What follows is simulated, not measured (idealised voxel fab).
A process module follows: voxel self aligned contacts.
FYI the section here is cut, 215 nm wide, cells are 5 nm squares.
For the purposes of this document, a cross-section shall be understood as a grid of square cells, specified as bands listed in top-to-bottom order, each band consisting of one or more rows of cells.
The entry gives the band's vertical extent as a top height and a bottom height in nm, then its horizontal make-up as materials from left to right, each with a width in nm. "air" stands for empty space; a single material marked "everywhere" fills the band edge to edge.
Convention: height 0 is the level below which the wafer, as received, is all one material. The lowest band does not terminate at the bottom but continues downward, represented as "top 0, no bottom".
It should be noted that a width expressed as "30 to 40" varies in equal increments from row to row of cells within the band, taking the value of the first number at the top row and that of the second number at the bottom row.
"remained the same" -> step changed no cross-section cell.
"Fully enclosed voids" contains a list of empty spaces, each no smaller than 8 cells and without an open way to the top, written in the form width x height at distance with the distance from the left edge and all three in nm.
Heads up: the bit after the settings on a step's line is the simulator's remark on that step.
overlay nm: step with mask; distance mask lay right of planned place; negative value = left of planned place.

## Set out below are the planned steps of the process
1: RECEIVE | material Si
2: CONFORMAL_DEP | material SiO2 | thk nm 5
3: DIRECTIONAL_DEP | material polySi | thk nm 20
4: DIRECTIONAL_DEP | material SiN | thk nm 25
5: PATTERN | tone cover | mask id GATE | material resist | width nm 25 | pitch nm 60 | thk nm 15 | overlay nm 0
6: DIRECTIONAL_ETCH | etch materials SiN | depth nm 25
7: DIRECTIONAL_ETCH | etch materials polySi | depth nm 20
8: STRIP | etch materials resist
9: CONFORMAL_DEP | material SiN | thk nm 10
10: DIRECTIONAL_ETCH | etch materials SiN | depth nm 10
11: FILL_DEP | material SiO2 | thk nm 15
12: CMP | height nm 60
13: DIRECTIONAL_DEP | material aC | thk nm 15
14: PATTERN | tone open | mask id CONTACT | material resist | width nm 45 | pitch nm 60 | thk nm 30 | overlay nm 0
15: DIRECTIONAL_ETCH | etch materials aC | depth nm 15
16: STRIP | etch materials resist
17: DIRECTIONAL_ETCH | etch materials SiO2 | depth nm 60
18: STRIP | etch materials aC
19: CONFORMAL_DEP | material TiN | thk nm 5
20: FILL_DEP | material W | thk nm 5
21: CMP | height nm 60
22: CONFORMAL_DEP | material SiCN | thk nm 5

## Step 1 complete: cross-section of the wafer as received
* top 0, no bottom = Si everywhere
* Fully enclosed voids: none

## The cross-section shown corresponds to the wafer at the conclusion of the module. The initial structure and the process plan are those presented above; however, one mistake occurred in executing the plan
* top 65, bottom 60 = SiCN everywhere
* top 60, bottom 55 = SiO2=25, SiN=45, TiN=5, W=5, TiN=5, SiN=45, TiN=5, W=5, TiN=5, SiN=45, SiO2=25
* top 55, bottom 50 = SiO2=25, SiN=45, TiN=15, SiN=45, TiN=15, SiN=45, SiO2=25
* top 50, bottom 25 = SiN everywhere
* top 25, bottom 5 = polySi everywhere
* top 5, bottom 0 = SiO2 everywhere
* top 0, no bottom = Si everywhere
* Fully enclosed voids: none
The mistake made against the process plan was this: execution of plan step 4 occurred twice
